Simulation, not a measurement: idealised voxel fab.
The document below concerns the process module designated voxel ribs on slabs.
180 nm wide, 5 nm square cells: that's cross-section cut.
Cross-section = grid of square cells, listed top down in bands; band = one or more rows. In this notation a band is specified by the heights of its top and bottom, in that order and in nm, after which its materials appear from left to right, each paired with its width in nm. The word "throughout" attached to a single material means that material fills the band from edge to edge; the word "empty" stands for empty space. Heights from 0 (as-received wafer is one material below). Bottom band endless downward, as "0 down". The width entry "30->40" should be interpreted row by row: the top row of cells in the band takes the first number, the bottom row takes the second number, and the change between adjacent rows is uniform throughout. What does "everything unchanged" mean for a step? It means no cell of the cross-section changed in that step. Under "Enclosed void list" you'll find the enclosed gaps, the ones with no way out to the top, that are 8 cells or bigger; each reads width x height at distance, with distance counted from the left edge, everything in nm. Post-settings text on a step line: simulator's own remark regarding the step. Among the settings permitted on a step's line is "overlay nm"; applied to a step with a mask, it specifies the extent to which the mask lay to the right of its planned position, whereas a negative figure signifies a position to the left.
### Listed below are the process steps as planned
1) RECEIVE [material Si]
2) DIRECTIONAL_DEP [material SiO2] [thk nm 30]
3) DIRECTIONAL_DEP [material SiN] [thk nm 25]
4) DIRECTIONAL_DEP [material aC] [thk nm 15]
5) PATTERN [tone cover] [mask id RIB] [material resist] [width nm 25] [thk nm 35] [overlay nm 0]
6) DIRECTIONAL_ETCH [etch materials aC] [depth nm 15]
7) STRIP [etch materials resist]
8) DIRECTIONAL_ETCH [etch materials SiN] [depth nm 5]
9) STRIP [etch materials aC]
10) PATTERN [tone cover] [mask id SLAB] [material resist] [width nm 65] [thk nm 15] [overlay nm 0]
11) DIRECTIONAL_ETCH [etch materials SiN] [depth nm 20]
12) STRIP [etch materials resist]
13) FILL_DEP [material SiO2] [thk nm 25]
14) CMP [height nm 75]
15) DIRECTIONAL_DEP [material TiN] [thk nm 10]
16) MASKED_ETCH [tone cover] [mask id HEATER] [width nm 35] [etch materials TiN] [depth nm 10] [overlay nm 0]
17) CONFORMAL_DEP [material SiN] [thk nm 10]
### Received-state cross-section, reflecting completion of step 1
    0 down  Si throughout
    Enclosed void list: none
### Starting wafer: above. Plan: above. Run: one mistake. Cross-section after the module: below
    95 to 85  empty: 60  SiN: 55  empty: 65
    85 to 75  SiN: 70  TiN: 35  SiN: 75
    75 to 60  SiO2: 55  SiN: 65  SiO2: 60
    60 to 0  SiO2 throughout
    0 down  Si throughout
    Enclosed void list: none
Plan not followed: plan step 2 ran twice
